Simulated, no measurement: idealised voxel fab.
voxel double patterning: a process module
Square cells of 5 nm make up the cross-section cut, whose width is 250 nm.
For the purposes of this document, a cross-section shall be understood as a grid of square cells, specified as bands listed in top-to-bottom order, each band consisting of one or more rows of cells.
Read a band's entry like this: the first values are the height of its top and the height of its bottom in nm, and what follows is the sequence of materials from left to right, each with its width in nm. Note that "air" is empty space, and that a single material marked "full width" reaches across the band from edge to edge.
Ref level 0: as-received wafer is one material below here. Bottom band extends down with no lower bound ("top 0, no bottom").
Graded width ("30->40"): value in top row of band = first number; value in bottom row = second number; row-to-row change constant.
"no modification" after a step means that no cell of the cross-section changed.
What "Enclosed internal cavities" gives you is every empty space of 8 cells or more that is cut off from the top. Each appears as width x height at distance, with the distance taken from the left edge and width, height and distance all in nm.
If you see something after the settings on a step's line, that's the simulator's own remark about that step.
A step's line can hold "overlay nm"; with a mask on that step, the setting says how far right of the planned place the mask lay, while a negative setting says it lay to the left.
## Process steps - plan
1) op RECEIVE | material Si
2) op CONFORMAL_DEP | material SiN | thk nm 5
3) op DIRECTIONAL_DEP | material SiO2 | thk nm 20
4) op DIRECTIONAL_DEP | material SiCN | thk nm 10
5) op DIRECTIONAL_DEP | material aC | thk nm 15
6) op PATTERN | tone open | mask id FIRST | material resist | width nm 15 | pitch nm 50 | thk nm 35 | overlay nm 0
7) op DIRECTIONAL_ETCH | etch materials aC | depth nm 15
8) op STRIP | etch materials resist
9) op DIRECTIONAL_ETCH | etch materials SiCN | depth nm 10
10) op STRIP | etch materials aC
11) op MASKED_ETCH | tone open | mask id SECOND | width nm 15 | etch materials SiCN | depth nm 10 | overlay nm 0
12) op DIRECTIONAL_ETCH | etch materials SiO2 | depth nm 20
13) op STRIP | etch materials SiCN
## So this is the incoming wafer in cross-section - it's already been through step 1
  top 0, no bottom = Si full width
  Enclosed internal cavities: none
## Cross-section taken at module completion on the first of two wafers; processed per the plan
  top 25, bottom 5 = 90 of SiO2 / 15 of air / 10 of SiO2 / 15 of air / 10 of SiO2 / 15 of air / 95 of SiO2
  top 5, bottom 0 = SiN full width
  top 0, no bottom = Si full width
  Enclosed internal cavities: none
## Cross-section, wafer two of two, end of module: same start and plan as wafer one, one error in execution
  top 25, bottom 5 = 90 of SiO2 / 15 of air / 5 of SiO2 / 25 of air / 5 of SiO2 / 15 of air / 95 of SiO2
  top 5, bottom 0 = SiN full width
  top 0, no bottom = Si full width
  Enclosed internal cavities: none
Want to know what went wrong? note that step 11 departed from the planned setting and was carried out as op MASKED_ETCH | tone open | mask id SECOND | width nm 25 | etch materials SiCN | depth nm 10 | overlay nm 0
Once processing is complete, comparing cell counts shows that the second wafer has more or fewer of certain materials than the first: SiO2: 8 fewer
